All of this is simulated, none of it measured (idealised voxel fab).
Module name: voxel ribs on slabs (process module)
cross-section cut | 270 nm wide | cells 5 nm
Reading order for cross-sections: top band down to bottom band. Underlying form: a grid of square cells. Band size: one or more rows of cells. Top height, bottom height, nm. Materials left to right, width each, nm. Single material + "all across" = fills band edge to edge. "empty" = empty. Height is counted from the level 0, under which the received wafer is composed throughout of one material. The lowest of the bands is not closed at the bottom but continues downward, in the notation "from 0 down". Note: "30->40" means the width goes from the first number (top row of the band) to the second number (bottom row) in equal steps per row of cells. Where a step carries "no alterations made", the cross-section came out of it unchanged, cell for cell. The entry "Closed void register" lists the empty spaces that cover at least 8 cells and have no open path to the top. Each is written as width x height at distance, where the distance is measured from the left edge and all three values are in nm. Post-settings text on a step line: simulator's own remark regarding the step. overlay nm: mask right of planned place by this much (step with mask). Neg. = left.
**Listed below are the process steps as planned**
1,RECEIVE (material Si)
2,DIRECTIONAL_DEP (material SiO2; thk nm 30)
3,DIRECTIONAL_DEP (material polySi; thk nm 25)
4,MASKED_ETCH (tone cover; mask id RIB; width nm 20; etch materials polySi; depth nm 20; overlay nm 0)
5,PATTERN (tone cover; mask id SLAB; material resist; width nm 70; thk nm 20; overlay nm 0)
6,DIRECTIONAL_ETCH (etch materials polySi; depth nm 5)
7,STRIP (etch materials resist)
8,FILL_DEP (material SiO2; thk nm 20)
9,CMP (height nm 65)
10,DIRECTIONAL_DEP (material TiN; thk nm 10)
11,DIRECTIONAL_DEP (material aC; thk nm 10)
12,PATTERN (tone cover; mask id HEATER; material resist; width nm 30; thk nm 30; overlay nm 0)
13,DIRECTIONAL_ETCH (etch materials aC; depth nm 10)
14,STRIP (etch materials resist)
15,DIRECTIONAL_ETCH (etch materials TiN; depth nm 10)
16,STRIP (etch materials aC)
17,CONFORMAL_DEP (material SiO2; thk nm 10)
**This is the cross-section of the wafer as we received it, i.e. after step 1**
from 0 down: Si all across
Closed void register: none
**Module complete - cross-section of the first of two wafers, run according to plan**
from 85 to 75: empty 110 | SiO2 50 | empty 110
from 75 to 65: SiO2 120 | TiN 30 | SiO2 120
from 65 to 55: SiO2 all across
from 55 to 35: SiO2 125 | polySi 20 | SiO2 125
from 35 to 30: SiO2 100 | polySi 70 | SiO2 100
from 30 to 0: SiO2 all across
from 0 down: Si all across
Closed void register: none
**Cross-section, second wafer: same start as the first, same plan as the first, one mistake in running it; taken at the end of the module**
from 90 to 80: empty 110 | SiO2 50 | empty 110
from 80 to 70: SiO2 120 | TiN 30 | SiO2 120
from 70 to 55: SiO2 all across
from 55 to 35: SiO2 125 | polySi 20 | SiO2 125
from 35 to 30: SiO2 100 | polySi 70 | SiO2 100
from 30 to 0: SiO2 all across
from 0 down: Si all across
Closed void register: none
Short version of what went wrong: step 9, actual vs plan mismatch, actual run CMP (height nm 70)
Upon completion, the second wafer contains, in terms of cells, a greater or smaller amount of certain materials than the first wafer: +54 SiO2
